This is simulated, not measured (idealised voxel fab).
Process module under the name voxel capacitor over wiring
Cross-section cut: width 270 nm, square cells of 5 nm.
If you're reading a cross-section in this doc, picture square cells in a grid; it comes to you as bands, top ones listed first down to the bottom, and a band can be one or more rows of cells.
Band entry format. Leading values: height of top, height of bottom, nm. Remainder: materials in left-to-right order, each with its width in nm. Special words: "full width" on a single material, which then fills the band edge to edge; "air", empty space.
Basically, 0 is our baseline, since under it the wafer straight out of the box is all one material. The bottom band has no lower end and keeps on going down, so it looks like "z 0 and below".
Width: "30..40" (first number = top row, second number = bottom row, same change from row to row of cells).
"nothing changed" -> step changed no cross-section cell.
So "Voids, enclosed" is basically the list of trapped voids: any empty space of 8 cells or more that can't reach the top through an opening. They're written width x height at distance, the distance being from the left edge, and it's all nm.
On a step's line, text after the settings is the simulator commenting on that step.
Regarding "overlay nm": on a step with a mask, it is the distance the mask lay to the right of its planned place; a negative value places it to the left.

Steps in the process plan:
1: RECEIVE,material Si
2: CONFORMAL_DEP,material SiO2,thk nm 10
3: CONFORMAL_DEP,material SiN,thk nm 5
4: DIRECTIONAL_DEP,material SiO2,thk nm 20
5: DIRECTIONAL_DEP,material aC,thk nm 10
6: PATTERN,tone open,mask id METAL_1,material resist,width nm 25,pitch nm 80,thk nm 25,overlay nm 0
7: DIRECTIONAL_ETCH,etch materials aC,depth nm 10
8: STRIP,etch materials resist
9: DIRECTIONAL_ETCH,etch materials SiO2,depth nm 20
10: DIRECTIONAL_ETCH,etch materials SiN,depth nm 5
11: STRIP,etch materials aC
12: CONFORMAL_DEP,material TiN,thk nm 5
13: FILL_DEP,material Ru,thk nm 5
14: CMP,height nm 35
15: CONFORMAL_DEP,material SiCN,thk nm 5
16: DIRECTIONAL_DEP,material lowk,thk nm 10
17: PATTERN,tone open,mask id PLUG_1,material resist,width nm 15,thk nm 20,overlay nm 0
18: DIRECTIONAL_ETCH,etch materials lowk,depth nm 10
19: DIRECTIONAL_ETCH,etch materials SiCN,depth nm 5
20: STRIP,etch materials resist
21: CONFORMAL_DEP,material TiN,thk nm 5
22: FILL_DEP,material W,thk nm 10
23: CMP,height nm 50
24: DIRECTIONAL_DEP,material TiN,thk nm 5
25: DIRECTIONAL_DEP,material Al2O3,thk nm 5
26: DIRECTIONAL_DEP,material TiN,thk nm 5
27: DIRECTIONAL_DEP,material aC,thk nm 15
28: PATTERN,tone cover,mask id UPPER_PLATE,material resist,width nm 60,thk nm 35,overlay nm 0
29: DIRECTIONAL_ETCH,etch materials aC,depth nm 15
30: STRIP,etch materials resist
31: DIRECTIONAL_ETCH,etch materials TiN,depth nm 5
32: DIRECTIONAL_ETCH,etch materials Al2O3,depth nm 5
33: STRIP,etch materials aC
34: MASKED_ETCH,tone cover,mask id LOWER_PLATE,width nm 70,etch materials TiN,depth nm 5,overlay nm 0
35: FILL_DEP,material SiO2,thk nm 20
36: CMP,height nm 80
37: DIRECTIONAL_DEP,material aC,thk nm 15
38: PATTERN,tone open,mask id PLUG_2,material resist,width nm 15,thk nm 35,overlay nm 0
39: DIRECTIONAL_ETCH,etch materials aC,depth nm 15
40: STRIP,etch materials resist
41: DIRECTIONAL_ETCH,etch materials SiO2,depth nm 15
42: STRIP,etch materials aC
43: CONFORMAL_DEP,material TiN,thk nm 5
44: FILL_DEP,material Ru,thk nm 5
45: CMP,height nm 80
46: CONFORMAL_DEP,material SiN,thk nm 5

Wafer as received: cross-section following step 1:
z 0 and below = Si full width
Voids, enclosed: none

The first of the two wafers as seen in cross-section once the module was finished; processing followed the plan:
z 85 to 80 = SiN full width
z 80 to 70 = 100 SiO2, 5 TiN, 5 Ru, 5 TiN, 155 SiO2
z 70 to 60 = 100..90 SiO2, 15..60 TiN, 155..120 SiO2
z 60 to 55 = 90 SiO2, 60 Al2O3, 120 SiO2
z 55 to 50 = 85 SiO2, 70 TiN, 115 SiO2
z 50 to 40 = 90 lowk, 5 TiN, 5 W, 5 TiN, 165 lowk
z 40 to 35 = 90 SiCN, 15 TiN, 165 SiCN
z 35 to 15 = 80 SiO2, 5 TiN, 15 Ru, 5 TiN, 55 SiO2, 5 TiN, 15 Ru, 5 TiN, 85 SiO2
z 15 to 10 = 80 SiN, 25 TiN, 55 SiN, 25 TiN, 85 SiN
z 10 to 0 = SiO2 full width
z 0 and below = Si full width
Voids, enclosed: none

second wafer at the end: like start, like plan, one mistake:
z 85 to 80 = SiN full width
z 80 to 70 = 100..90 SiO2, 15..60 TiN, 155..120 SiO2
z 70 to 65 = 90 SiO2, 60 Al2O3, 120 SiO2
z 65 to 55 = Al2O3 full width
z 55 to 50 = TiN full width
z 50 to 40 = 90 lowk, 5 TiN, 5 W, 5 TiN, 165 lowk
z 40 to 35 = 90 SiCN, 15 TiN, 165 SiCN
z 35 to 15 = 80 SiO2, 5 TiN, 15 Ru, 5 TiN, 55 SiO2, 5 TiN, 15 Ru, 5 TiN, 85 SiO2
z 15 to 10 = 80 SiN, 25 TiN, 55 SiN, 25 TiN, 85 SiN
z 10 to 0 = SiO2 full width
z 0 and below = Si full width
Voids, enclosed: none
What broke from the plan during processing? for step 25, the planned setting was not used; the step was instead run as DIRECTIONAL_DEP,material Al2O3,thk nm 15
Final tally in cells, some materials are higher or lower on the second wafer than on the first: Al2O3: 108 more, Ru: 2 fewer, SiO2: 142 fewer, TiN: 36 more
